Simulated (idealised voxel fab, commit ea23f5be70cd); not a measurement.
Name of the process module below: voxel spacer lines
FYI the section here is cut, 225 nm wide, cells are 5 nm squares.
A cross-section is written here as square cells arranged in a grid, and it is given in bands from the top down, each band taking up one or more rows of cells. Heights first: top, then bottom, in nm. Then materials, left to right, each with a width in nm. "all across" on a single material: fills the band edge to edge. "empty": empty space. Heights are expressed relative to 0, this being the level below which the as-received wafer comprises one material exclusively. The lowest band is unbounded in the downward direction and is denoted as in "0..down". The two numbers in a width such as "30..40" mark its ends across the band: the first belongs to the top row of cells, the second to the bottom row, and from each row to the next the width moves by the same amount. Where the words "stayed the same" appear for a step, the cross-section shows no cell changed by that step; every cell remained as before. Basically, "Closed empty spaces" tells you about the enclosed voids: empty spaces with no open way to the top, 8 cells or bigger, each written width x height at distance, where distance is from the left edge, all in nm. Heads up: the bit after the settings on a step's line is the simulator's remark on that step. Regarding "overlay nm": on a step with a mask, it is the distance the mask lay to the right of its planned place; a negative value places it to the left.

The steps planned for the process are as follows
| 1 | RECEIVE [material Si] |
| 2 | CONFORMAL_DEP [material Al2O3] [thk nm 10] |
| 3 | DIRECTIONAL_DEP [material polySi] [thk nm 10] |
| 4 | DIRECTIONAL_DEP [material aC] [thk nm 25] |
| 5 | PATTERN [tone cover] [mask id MANDREL] [material resist] [width nm 25] [pitch nm 70] [thk nm 30] [overlay nm 0] |
| 6 | DIRECTIONAL_ETCH [etch materials aC] [depth nm 25] |
| 7 | STRIP [etch materials resist] |
| 8 | CONFORMAL_DEP [material SiO2] [thk nm 10] |
| 9 | DIRECTIONAL_ETCH [etch materials SiO2] [depth nm 10] |
| 10 | STRIP [etch materials aC] |
| 11 | DIRECTIONAL_ETCH [etch materials polySi] [depth nm 10] |
| 12 | STRIP [etch materials SiO2] |

So, the first of our two wafers, run just as we planned it

Cross-section of the wafer upon arrival, representing the state reached after step 1
* 0..down  Si all across
* Closed empty spaces: none

After step 2
* 10..0  Al2O3 all across
* below 0: unchanged

After step 3
* 20..10  polySi all across
* below 10: unchanged

After step 4
* 45..20  aC all across
* below 20: unchanged

After step 5
* 75..45  65 empty  25 resist  45 empty  25 resist  65 empty
* below 45: unchanged

After step 6
* 50..45  65 empty  25 resist  45 empty  25 resist  65 empty
* 45..20  65 empty  25 aC  45 empty  25 aC  65 empty
* below 20: unchanged

After step 7
* 45..20  65 empty  25 aC  45 empty  25 aC  65 empty
* below 20: unchanged

After step 8
* 55..45  55 empty  45 SiO2  25 empty  45 SiO2  55 empty
* 45..30  55 empty  10 SiO2  25 aC  10 SiO2  25 empty  10 SiO2  25 aC  10 SiO2  55 empty
* 30..20  65 SiO2  25 aC  45 SiO2  25 aC  65 SiO2
* below 20: unchanged

After step 9
* 45..20  55 empty  10 SiO2  25 aC  10 SiO2  25 empty  10 SiO2  25 aC  10 SiO2  55 empty
* below 20: unchanged

After step 10
* 45..20  55 empty  10 SiO2  25 empty  10 SiO2  25 empty  10 SiO2  25 empty  10 SiO2  55 empty
* below 20: unchanged

After step 11
* 45..20  55 empty  10 SiO2  25 empty  10 SiO2  25 empty  10 SiO2  25 empty  10 SiO2  55 empty
* 20..10  55 empty  10 polySi  25 empty  10 polySi  25 empty  10 polySi  25 empty  10 polySi  55 empty
* below 10: unchanged

After step 12
* 20..10  55 empty  10 polySi  25 empty  10 polySi  25 empty  10 polySi  25 empty  10 polySi  55 empty
* below 10: unchanged

Wafer two. Identical start, identical plan. One mistake in execution. Identical history through step 4

Look at the second wafer in cross-section at the time step 5 ought to have finished
* 75..45  65 resist  25 empty  45 resist  25 empty  65 resist
* below 45: unchanged

Look at the second wafer in cross-section at the time step 6 ought to have finished
* 50..45  65 resist  25 empty  45 resist  25 empty  65 resist
* 45..20  65 aC  25 empty  45 aC  25 empty  65 aC
* below 20: unchanged

Look at the second wafer in cross-section at the time step 7 ought to have finished
* 45..20  65 aC  25 empty  45 aC  25 empty  65 aC
* below 20: unchanged

Look at the second wafer in cross-section at the time step 8 ought to have finished
* 55..45  75 SiO2  5 empty  65 SiO2  5 empty  75 SiO2
* 45..30  65 aC  10 SiO2  5 empty  10 SiO2  45 aC  10 SiO2  5 empty  10 SiO2  65 aC
* 30..20  65 aC  25 SiO2  45 aC  25 SiO2  65 aC
* below 20: unchanged

Look at the second wafer in cross-section at the time step 9 ought to have finished
* 45..20  65 aC  10 SiO2  5 empty  10 SiO2  45 aC  10 SiO2  5 empty  10 SiO2  65 aC
* below 20: unchanged

Look at the second wafer in cross-section at the time step 10 ought to have finished
* 45..20  65 empty  10 SiO2  5 empty  10 SiO2  45 empty  10 SiO2  5 empty  10 SiO2  65 empty
* below 20: unchanged

Look at the second wafer in cross-section at the time step 11 ought to have finished
* 45..20  65 empty  10 SiO2  5 empty  10 SiO2  45 empty  10 SiO2  5 empty  10 SiO2  65 empty
* 20..10  65 empty  10 polySi  5 empty  10 polySi  45 empty  10 polySi  5 empty  10 polySi  65 empty
* below 10: unchanged

Look at the second wafer in cross-section at the time step 12 ought to have finished
* 20..10  65 empty  10 polySi  5 empty  10 polySi  45 empty  10 polySi  5 empty  10 polySi  65 empty
* below 10: unchanged
Deviation from plan: step 5 was not run as planned; what actually ran was PATTERN [tone open] [mask id MANDREL] [material resist] [width nm 25] [pitch nm 70] [thk nm 30] [overlay nm 0]
at the end the second wafer has, in cells: as many of each material as the first, in other places
